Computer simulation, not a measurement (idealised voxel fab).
process module | voxel transistor to metal
cross-section cut | 180 nm wide | cells 5 nm
A cross-section is a grid of square cells, given in bands from the top down. A band is one or more rows of cells.
Each band's line starts with the height of the band's top and of its bottom, in nm. Then come its materials from left to right, each with its width in nm. One material with "throughout" fills the band from edge to edge. "air" is empty space.
Height 0 is the level under which the wafer as received is all one material. The lowest band goes on downwards, as in "0 down".
A width such as "30 to 40" changes by the same amount from each row of cells to the next, from the band's top row to its bottom row.
"no change" after a step means that no cell of the cross-section changed.
closed voids: empty space of 8 cells or more with no open way to the top, each as width x height at its distance from the left edge, in nm
after a step's settings: what the simulator itself notes on the step
overlay nm, on a step with a mask: how far to the right of its planned place the mask lay; to the left if negative
plan
1 op RECEIVE | material Si
2 op CONFORMAL_DEP | material SiO2 | thk nm 5
3 op CONFORMAL_DEP | material SiN | thk nm 10
4 op PATTERN | tone cover | mask id ACTIVE | material resist | width nm 105 | thk nm 20 | overlay nm 0
5 op DIRECTIONAL_ETCH | etch materials SiN | depth nm 10
6 op DIRECTIONAL_ETCH | etch materials SiO2 | depth nm 5
7 op DIRECTIONAL_ETCH | etch materials Si | depth nm 35
8 op STRIP | etch materials resist
9 op OXIDIZE | depth nm 5
10 op FILL_DEP | material SiO2 | thk nm 5
11 op CMP | height nm 15
12 op SELECTIVE_ETCH | etch materials SiO2 | depth nm 10
13 op STRIP | etch materials SiN
14 op SELECTIVE_ETCH | etch materials SiO2 | depth nm 5
15 op OXIDIZE | depth nm 5
16 op DIRECTIONAL_DEP | material polySi | thk nm 20
17 op DIRECTIONAL_DEP | material SiCN | thk nm 10
18 op PATTERN | tone cover | mask id GATE | material resist | width nm 25 | thk nm 20 | overlay nm 0
19 op DIRECTIONAL_ETCH | etch materials SiCN | depth nm 20
20 op DIRECTIONAL_ETCH | etch materials polySi | depth nm 30
21 op STRIP | etch materials resist
22 op CONFORMAL_DEP | material SiN | thk nm 10
23 op DIRECTIONAL_ETCH | etch materials SiN | depth nm 10
24 op DIRECTIONAL_ETCH | etch materials SiO2 | depth nm 5
25 op DIRECTIONAL_ETCH | etch materials Si | depth nm 15
26 op EPI | material pSi | thk nm 15
27 op FILL_DEP | material SiO2 | thk nm 5
28 op CMP | height nm 20
29 op STRIP | etch materials polySi
30 op SELECTIVE_ETCH | etch materials SiO2 | depth nm 5
31 op CONFORMAL_DEP | material HfO2 | thk nm 5
32 op CONFORMAL_DEP | material TiN | thk nm 5
33 op FILL_DEP | material W | thk nm 5
34 op CMP | height nm 15
35 op DIRECTIONAL_DEP | material SiO2 | thk nm 15
36 op DIRECTIONAL_DEP | material aC | thk nm 10
37 op PATTERN | tone open | mask id CONTACT | material resist | width nm 15 | pitch nm 70 | thk nm 30 | overlay nm 0
38 op DIRECTIONAL_ETCH | etch materials aC | depth nm 10
39 op STRIP | etch materials resist
40 op DIRECTIONAL_ETCH | etch materials SiO2 | depth nm 35
41 op STRIP | etch materials aC
42 op CONFORMAL_DEP | material TiN | thk nm 5
43 op FILL_DEP | material W | thk nm 10
44 op CMP | height nm 30
45 op CONFORMAL_DEP | material SiCN | thk nm 5
46 op DIRECTIONAL_DEP | material SiO2 | thk nm 15
47 op DIRECTIONAL_DEP | material aC | thk nm 15
48 op PATTERN | tone open | mask id METAL_1 | material resist | width nm 15 | pitch nm 70 | thk nm 30 | overlay nm 0
49 op DIRECTIONAL_ETCH | etch materials aC | depth nm 15
50 op STRIP | etch materials resist
51 op DIRECTIONAL_ETCH | etch materials SiO2 | depth nm 15
52 op DIRECTIONAL_ETCH | etch materials SiCN | depth nm 5
53 op STRIP | etch materials aC
54 op CONFORMAL_DEP | material TiN | thk nm 5
55 op FILL_DEP | material Cu | thk nm 10
56 op CMP | height nm 50
57 op CONFORMAL_DEP | material SiCN | thk nm 5
58 op DIRECTIONAL_DEP | material SiO2 | thk nm 30
59 op DIRECTIONAL_DEP | material aC | thk nm 15
60 op PATTERN | tone open | mask id METAL_2 | material resist | width nm 15 | pitch nm 70 | thk nm 35 | overlay nm 0
61 op DIRECTIONAL_ETCH | etch materials aC | depth nm 15
62 op STRIP | etch materials resist
63 op DIRECTIONAL_ETCH | etch materials SiO2 | depth nm 20
64 op STRIP | etch materials aC
65 op DIRECTIONAL_DEP | material aC | thk nm 15
66 op PATTERN | tone open | mask id METAL_2_HOLES | material resist | width nm 15 | pitch nm 70 | thk nm 35 | overlay nm 0
67 op DIRECTIONAL_ETCH | etch materials aC | depth nm 15
68 op STRIP | etch materials resist
69 op DIRECTIONAL_ETCH | etch materials SiO2 | depth nm 10
70 op DIRECTIONAL_ETCH | etch materials SiCN | depth nm 5
71 op STRIP | etch materials aC
72 op CONFORMAL_DEP | material TiN | thk nm 5
73 op FILL_DEP | material Cu | thk nm 10
74 op CMP | height nm 85
75 op CONFORMAL_DEP | material SiN | thk nm 5
as received, after step 1
  0 down: Si throughout
  closed voids: none
a wafer at the end: this start, this plan, one mistake
  90 to 85: SiN throughout
  85 to 55: SiO2 45 | TiN 5 | Cu 5 | TiN 5 | SiO2 55 | TiN 5 | Cu 5 | TiN 5 | SiO2 50
  55 to 50: SiCN 45 | TiN 15 | SiCN 55 | TiN 15 | SiCN 50
  50 to 35: SiO2 45 | TiN 5 | Cu 5 | TiN 5 | SiO2 55 | TiN 5 | Cu 5 | TiN 5 | SiO2 50
  35 to 30: SiCN 45 | TiN 15 | SiCN 55 | TiN 15 | SiCN 50
  30 to 15: SiO2 45 | TiN 5 | W 5 | TiN 5 | SiO2 55 | TiN 5 | W 5 | TiN 5 | SiO2 50
  15 to 10: SiO2 45 | TiN 15 | SiO2 5 | SiN 10 | HfO2 5 | TiN 5 | W 5 | TiN 5 | HfO2 5 | SiN 10 | SiO2 5 | TiN 15 | SiO2 50
  10 to 5: SiO2 45 | TiN 5 | pSi 15 | SiN 10 | HfO2 5 | TiN 5 | W 5 | TiN 5 | HfO2 5 | SiN 10 | pSi 15 | TiN 5 | SiO2 50
  5 to 0: SiO2 45 | TiN 5 | pSi 15 | SiN 10 | HfO2 5 | TiN 15 | HfO2 5 | SiN 10 | pSi 15 | TiN 5 | SiO2 50
  0 to -5: SiO2 45 | TiN 5 | pSi 15 | SiO2 5 | HfO2 35 | SiO2 5 | pSi 15 | TiN 5 | SiO2 50
  -5 to -15: SiO2 50 | pSi 15 | Si 45 | pSi 15 | SiO2 55
  -15 to -30: SiO2 40 | pSi 25 | Si 45 | pSi 25 | SiO2 45
  -30 to -40: SiO2 40 | Si 95 | SiO2 45
  -40 down: Si throughout
  closed voids: none
what went wrong: step 25 ran as: op DIRECTIONAL_ETCH | etch materials Si | depth nm 25
